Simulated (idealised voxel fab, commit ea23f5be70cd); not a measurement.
The process module that follows is named voxel ribs on slabs.
cross-section cut | 155 nm wide | cells 5 nm
Throughout this document, each cross-section is represented as a grid of square cells and is presented as a sequence of bands enumerated from the top downward, where a band comprises one or more rows of cells.
This entry defines a band. It first specifies the height of the band's top and the height of its bottom in nm, and then specifies the band's materials from left to right, stating each material with its width in nm. The word "full width" identifies a single material that fills the band from edge to edge, while the word "empty" identifies empty space.
Below 0: as-received wafer, all one material; heights counted from there. Lowest band: no bottom, goes on down, written "0 down".
The expression "30..40" gives the width at the extremes of the band, the first number at its top row of cells and the second at its bottom row, with the width changing by equal amounts from each row to the next in between.
A step reported as "same as before" is a step in which no cell of the cross-section changed.
In "Closed void listing" the enclosed voids are listed, meaning empty spaces of 8 cells or larger without any opening to the top. The form is width x height at distance, distance from the left edge, units nm.
Step line, after settings: the simulator's comment on this step.
The "overlay nm" setting may appear on a step's line; for a step that uses a mask, it gives how far to the right of its planned position the mask lay, and a negative value indicates the left.
**Process steps (planned)**
step 1: RECEIVE [material Si]
step 2: DIRECTIONAL_DEP [material SiO2] [thk nm 20]
step 3: DIRECTIONAL_DEP [material SiN] [thk nm 15]
step 4: DIRECTIONAL_DEP [material aC] [thk nm 15]
step 5: PATTERN [tone cover] [mask id RIB] [material resist] [width nm 30] [thk nm 35] [overlay nm 0]
step 6: DIRECTIONAL_ETCH [etch materials aC] [depth nm 15]
step 7: STRIP [etch materials resist]
step 8: DIRECTIONAL_ETCH [etch materials SiN] [depth nm 10]
step 9: STRIP [etch materials aC]
step 10: MASKED_ETCH [tone cover] [mask id SLAB] [width nm 90] [etch materials SiN] [depth nm 5] [overlay nm 0]
step 11: FILL_DEP [material SiO2] [thk nm 15]
step 12: CMP [height nm 45]
step 13: DIRECTIONAL_DEP [material W] [thk nm 5]
step 14: MASKED_ETCH [tone cover] [mask id HEATER] [width nm 40] [etch materials W] [depth nm 5] [overlay nm 0]
step 15: CONFORMAL_DEP [material SiN] [thk nm 10]
**Incoming wafer in cross-section (state: after step 1)**
    0 down  Si full width
    Closed void listing: none
**The following cross-section depicts the wafer upon conclusion of the module. Processing commenced from the starting condition illustrated above and adhered to the plan illustrated above, save for one mistake in execution**
    60 to 55  45 nm empty | 60 nm SiN | 50 nm empty
    55 to 50  SiN full width
    50 to 45  55 nm SiN | 40 nm W | 60 nm SiN
    45 to 15  SiO2 full width
    15 to 0  SiN full width
    0 down  Si full width
    Closed void listing: none
Against the plan, the run slipped here: steps 2 and 3 swapped
